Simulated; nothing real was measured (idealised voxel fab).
voxel self aligned contacts: a process module
Pictured: cross-section cut, 140 nm wide, on a grid of 5 nm square cells.
Think of the cross-section as a grid of square cells. We describe it in bands, top to bottom, and each band covers one or more rows of those cells. Each band's line starts with the height of the band's top and of its bottom, in nm. Then come its materials from left to right, each with its width in nm. One material with "all across" fills the band from edge to edge. "empty" is empty space. The reference from which all heights are counted is 0, the level beneath which the as-received wafer is entirely one material; the lowest band, having no lower bound, proceeds downward and is written after the example "0 nm and below". It should be noted that a width expressed as "30->40" varies in equal increments from row to row of cells within the band, taking the value of the first number at the top row and that of the second number at the bottom row. Where a step carries "remained unchanged", the cross-section came out of it unchanged, cell for cell. Basically, "Voids, fully enclosed" tells you about the enclosed voids: empty spaces with no open way to the top, 8 cells or bigger, each written width x height at distance, where distance is from the left edge, all in nm. Read whatever lies past the settings on a step's line as the simulator's own remark about the step. overlay nm: mask right of planned place by this much (step with mask). Neg. = left.
Steps planned for the process:
1,op RECEIVE | material Si
2,op OXIDIZE | depth nm 5
3,op DIRECTIONAL_DEP | material polySi | thk nm 25
4,op DIRECTIONAL_DEP | material SiN | thk nm 25
5,op PATTERN | tone cover | mask id GATE | material resist | width nm 35 | pitch nm 75 | thk nm 20 | overlay nm 0
6,op DIRECTIONAL_ETCH | etch materials SiN | depth nm 25
7,op DIRECTIONAL_ETCH | etch materials polySi | depth nm 25
8,op STRIP | etch materials resist
9,op CONFORMAL_DEP | material SiN | thk nm 10
10,op DIRECTIONAL_ETCH | etch materials SiN | depth nm 10
11,op FILL_DEP | material SiO2 | thk nm 10
12,op CMP | height nm 55
13,op PATTERN | tone open | mask id CONTACT | material resist | width nm 50 | thk nm 20 | overlay nm 0
14,op DIRECTIONAL_ETCH | etch materials SiO2 | depth nm 60
15,op STRIP | etch materials resist
16,op CONFORMAL_DEP | material TiN | thk nm 5
17,op FILL_DEP | material W | thk nm 10
18,op CMP | height nm 55
19,op CONFORMAL_DEP | material SiCN | thk nm 5
Shown in cross-section is the wafer as received, that is, as it stands after step 1:
    0 nm and below | Si all across
    Voids, fully enclosed: none
The first of two wafers, cross-sectioned at the end of the module, with the run proceeding as planned:
    60 nm to 55 nm | SiCN all across
    55 nm to 50 nm | SiO2=45 / TiN=20 / W=10 / TiN=20 / SiO2=45
    50 nm to 25 nm | SiO2=5 / SiN=55 / TiN=5 / W=10 / TiN=5 / SiN=55 / SiO2=5
    25 nm to 0 nm | SiO2=5 / SiN=10 / polySi=35 / SiN=10 / TiN=5 / W=10 / TiN=5 / SiN=10 / polySi=35 / SiN=10 / SiO2=5
    0 nm to -5 nm | SiO2=60 / TiN=20 / SiO2=60
    -5 nm and below | Si all across
    Voids, fully enclosed: none
Second wafer through the module, sectioned at the end: same beginning and same plan as the first wafer, with one mistake in carrying it out:
    60 nm to 55 nm | SiCN all across
    55 nm to 50 nm | SiO2=40 / TiN=25 / W=10 / TiN=25 / SiO2=40
    50 nm to 25 nm | SiO2=5 / SiN=55 / TiN=5 / W=10 / TiN=5 / SiN=55 / SiO2=5
    25 nm to 0 nm | SiO2=5 / SiN=10 / polySi=35 / SiN=10 / TiN=5 / W=10 / TiN=5 / SiN=10 / polySi=35 / SiN=10 / SiO2=5
    0 nm to -5 nm | SiO2=60 / TiN=20 / SiO2=60
    -5 nm and below | Si all across
    Voids, fully enclosed: none
Processing error: step 13 did not happen as planned, as run it was op PATTERN | tone open | mask id CONTACT | material resist | width nm 60 | thk nm 20 | overlay nm 0
Looking at both finished wafers in cells, the second ends up ahead of or behind the first on some materials: SiO2 -2; TiN +2
